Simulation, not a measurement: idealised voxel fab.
Herein follows the process module entitled voxel air gaps.
The figure presents cross-section cut, which has a width of 215 nm and is divided into square cells with an edge length of 5 nm.
When this document writes out a cross-section, it uses a grid of square cells and lists it as bands, beginning at the top and moving down, with a band standing for one or more rows of cells.
Each band's line starts with the height of the band's top and of its bottom, in nm. Then come its materials from left to right, each with its width in nm. One material with "edge to edge" fills the band from edge to edge. "blank" is empty space.
Basically, 0 is our baseline, since under it the wafer straight out of the box is all one material. The bottom band has no lower end and keeps on going down, so it looks like "0 nm and below".
Note: "30->40" means the width goes from the first number (top row of the band) to the second number (bottom row) in equal steps per row of cells.
Where the words "left unchanged" appear for a step, the cross-section shows no cell changed by that step; every cell remained as before.
Heads up: "Enclosed void entries" only lists the empty pockets with no open path to the top that are 8 cells or more, and it writes them as width x height at distance, distance from the left edge, in nm.
If you see something after the settings on a step's line, that's the simulator's own remark about that step.
Among the settings permitted on a step's line is "overlay nm"; applied to a step with a mask, it specifies the extent to which the mask lay to the right of its planned position, whereas a negative figure signifies a position to the left.
[This section lists the process steps that were planned]
| 1 | RECEIVE [material Si] |
| 2 | CONFORMAL_DEP [material SiO2] [thk nm 15] |
| 3 | CONFORMAL_DEP [material SiCN] [thk nm 5] |
| 4 | DIRECTIONAL_DEP [material SiO2] [thk nm 35] |
| 5 | DIRECTIONAL_DEP [material aC] [thk nm 15] |
| 6 | PATTERN [tone open] [mask id LINES] [material resist] [width nm 25] [pitch nm 50] [thk nm 30] [overlay nm 0] |
| 7 | DIRECTIONAL_ETCH [etch materials aC] [depth nm 15] |
| 8 | STRIP [etch materials resist] |
| 9 | DIRECTIONAL_ETCH [etch materials SiO2] [depth nm 35] |
| 10 | STRIP [etch materials aC] |
| 11 | CONFORMAL_DEP [material TiN] [thk nm 5] |
| 12 | FILL_DEP [material W] [thk nm 5] |
| 13 | CMP [height nm 55] |
| 14 | EPI [material Ru] [thk nm 10] |
| 15 | SELECTIVE_ETCH [etch materials SiO2] [depth nm 45] |
| 16 | CONFORMAL_DEP [material SiCN] [thk nm 5] |
[Cross-section of the wafer at receipt, which is the condition after step 1]
	0 nm and below  Si edge to edge
	Enclosed void entries: none
[first wafer at the end, as planned]
	70 nm to 65 nm  blank 30 nm  SiCN 155 nm  blank 30 nm
	65 nm to 55 nm  blank 30 nm  SiCN 5 nm  Ru 45 nm  SiCN 5 nm  Ru 45 nm  SiCN 5 nm  Ru 45 nm  SiCN 5 nm  blank 30 nm
	55 nm to 50 nm  blank 30 nm  SiCN 15 nm  TiN 5 nm  W 15 nm  TiN 5 nm  SiCN 25 nm  TiN 5 nm  W 15 nm  TiN 5 nm  SiCN 25 nm  TiN 5 nm  W 15 nm  TiN 5 nm  SiCN 15 nm  blank 30 nm
	50 nm to 25 nm  blank 40 nm  SiCN 5 nm  TiN 5 nm  W 15 nm  TiN 5 nm  SiCN 5 nm  blank 15 nm  SiCN 5 nm  TiN 5 nm  W 15 nm  TiN 5 nm  SiCN 5 nm  blank 15 nm  SiCN 5 nm  TiN 5 nm  W 15 nm  TiN 5 nm  SiCN 5 nm  blank 40 nm
	25 nm to 20 nm  SiCN 45 nm  TiN 25 nm  SiCN 25 nm  TiN 25 nm  SiCN 25 nm  TiN 25 nm  SiCN 45 nm
	20 nm to 15 nm  SiCN edge to edge
	15 nm to 0 nm  SiO2 edge to edge
	0 nm and below  Si edge to edge
	Enclosed void entries: 15 x 25 at 75; 15 x 25 at 125
[Cross-section, second wafer: same start as the first, same plan as the first, one mistake in running it; taken at the end of the module]
	70 nm to 65 nm  SiCN edge to edge
	65 nm to 55 nm  Ru 55 nm  SiCN 5 nm  Ru 45 nm  SiCN 5 nm  Ru 45 nm  SiCN 5 nm  Ru 55 nm
	55 nm to 50 nm  W 40 nm  TiN 5 nm  SiCN 25 nm  TiN 5 nm  W 15 nm  TiN 5 nm  SiCN 25 nm  TiN 5 nm  W 15 nm  TiN 5 nm  SiCN 25 nm  TiN 5 nm  W 40 nm
	50 nm to 25 nm  W 40 nm  TiN 5 nm  SiCN 5 nm  blank 15 nm  SiCN 5 nm  TiN 5 nm  W 15 nm  TiN 5 nm  SiCN 5 nm  blank 15 nm  SiCN 5 nm  TiN 5 nm  W 15 nm  TiN 5 nm  SiCN 5 nm  blank 15 nm  SiCN 5 nm  TiN 5 nm  W 40 nm
	25 nm to 20 nm  TiN 45 nm  SiCN 25 nm  TiN 25 nm  SiCN 25 nm  TiN 25 nm  SiCN 25 nm  TiN 45 nm
	20 nm to 15 nm  SiCN edge to edge
	15 nm to 0 nm  SiO2 edge to edge
	0 nm and below  Si edge to edge
	Enclosed void entries: 15 x 25 at 50; 15 x 25 at 100; 15 x 25 at 150
what went wrong: step 6, actual vs plan mismatch, actual run PATTERN [tone cover] [mask id LINES] [material resist] [width nm 25] [pitch nm 50] [thk nm 30] [overlay nm 0]
The final cell counts differ between the wafers, with the second having more or fewer of some materials than the first: Ru +26 | SiCN -4 | TiN +13 | W +78
Heads up: the first wafer ends with 2 closed voids, the second with 3.
